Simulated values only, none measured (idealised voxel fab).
Process module under the name voxel self aligned contacts
Each square cell in cross-section cut measures 5 nm, and the section as a whole is 255 nm wide.
Notation: cross-section as square-cell grid; stated in bands, top first, going down; one or more cell rows per band. Basically the band line says how high the top is and how high the bottom is, in nm, and then what's in it from left to right, every material with its width in nm. Empty space shows up as "air", and if a single material carries "everywhere" it runs the full band edge to edge. Heights are measured from 0, the level below which the as-received wafer is all one material; the lowest band has no bottom and continues downward, written as in "0 and below". The expression "30->40" gives the width at the extremes of the band, the first number at its top row of cells and the second at its bottom row, with the width changing by equal amounts from each row to the next in between. Given "all unchanged" for a step, no cell of the cross-section differs between before and after that step. Entry "Unvented voids" = empty spaces >= 8 cells with no open way to the top; each as width x height at distance, distance from left edge, all nm. On each step's line, the part that comes after the settings is the simulator's own comment on the step. overlay nm: mask offset rightward from planned place, masked step; negative means leftward offset.
[The following list gives the planned process steps]
1 RECEIVE (material Si)
2 CONFORMAL_DEP (material SiO2; thk nm 5)
3 DIRECTIONAL_DEP (material polySi; thk nm 30)
4 DIRECTIONAL_DEP (material SiN; thk nm 25)
5 DIRECTIONAL_DEP (material aC; thk nm 15)
6 PATTERN (tone cover; mask id GATE; material resist; width nm 35; pitch nm 75; thk nm 35; overlay nm 0)
7 DIRECTIONAL_ETCH (etch materials aC; depth nm 15)
8 STRIP (etch materials resist)
9 DIRECTIONAL_ETCH (etch materials SiN; depth nm 25)
10 DIRECTIONAL_ETCH (etch materials polySi; depth nm 30)
11 STRIP (etch materials aC)
12 CONFORMAL_DEP (material SiN; thk nm 10)
13 DIRECTIONAL_ETCH (etch materials SiN; depth nm 10)
14 FILL_DEP (material SiO2; thk nm 15)
15 CMP (height nm 70)
16 MASKED_ETCH (tone open; mask id CONTACT; width nm 60; etch materials SiO2; depth nm 70; overlay nm -15)
17 CONFORMAL_DEP (material TiN; thk nm 5)
18 FILL_DEP (material W; thk nm 10)
19 CMP (height nm 70)
20 CONFORMAL_DEP (material SiN; thk nm 5)
Keep in mind the plan's value for the overlay nm of step 16 comes from the first wafer; the wafers don't share that setting, but they do share the same starting point.
[After step 1, as received: first of several wafers, cross-section]
* 0 and below  Si everywhere
* Unvented voids: none
[Last step of the module is step 20; after it, the first of several wafers in cross-section]
* 75 down to 70  SiN everywhere
* 70 down to 60  SiO2 80 nm  TiN 5->40 nm  W 50->10 nm  TiN 5->10 nm  SiO2 115 nm
* 60 down to 35  SiO2 60 nm  SiN 55 nm  TiN 5 nm  W 10 nm  TiN 5 nm  SiN 55 nm  SiO2 65 nm
* 35 down to 5  SiO2 60 nm  SiN 10 nm  polySi 35 nm  SiN 10 nm  TiN 5 nm  W 10 nm  TiN 5 nm  SiN 10 nm  polySi 35 nm  SiN 10 nm  SiO2 65 nm
* 5 down to 0  SiO2 115 nm  TiN 20 nm  SiO2 120 nm
* 0 and below  Si everywhere
* Unvented voids: none
[Here we cross-sectioned the last of the wafers once the module was done]
* 75 down to 70  SiN everywhere
* 70 down to 60  SiO2 110 nm  TiN 5->10 nm  W 50->10 nm  TiN 5->40 nm  SiO2 85 nm
* 60 down to 35  SiO2 60 nm  SiN 55 nm  TiN 5 nm  W 10 nm  TiN 5 nm  SiN 55 nm  SiO2 65 nm
* 35 down to 5  SiO2 60 nm  SiN 10 nm  polySi 35 nm  SiN 10 nm  TiN 5 nm  W 10 nm  TiN 5 nm  SiN 10 nm  polySi 35 nm  SiN 10 nm  SiO2 65 nm
* 5 down to 0  SiO2 115 nm  TiN 20 nm  SiO2 120 nm
* 0 and below  Si everywhere
* Unvented voids: none
[Heads up, this table goes wafer by wafer. A row tells you, at the end of the module, how many cells of each material that wafer has put on (+) or dropped (-) since it was received, and then its closed voids]
overlay nm -15, +209 SiN, +400 SiO2, +38 TiN, +34 W, +84 polySi, Unvented voids: none
overlay nm -10, +209 SiN, +400 SiO2, +38 TiN, +34 W, +84 polySi, Unvented voids: none
overlay nm -5, +209 SiN, +400 SiO2, +38 TiN, +34 W, +84 polySi, Unvented voids: none
overlay nm 0, +209 SiN, +400 SiO2, +38 TiN, +34 W, +84 polySi, Unvented voids: none
overlay nm 5, +209 SiN, +400 SiO2, +38 TiN, +34 W, +84 polySi, Unvented voids: none
overlay nm 10, +209 SiN, +400 SiO2, +38 TiN, +34 W, +84 polySi, Unvented voids: none
overlay nm 15, +209 SiN, +400 SiO2, +38 TiN, +34 W, +84 polySi, Unvented voids: none
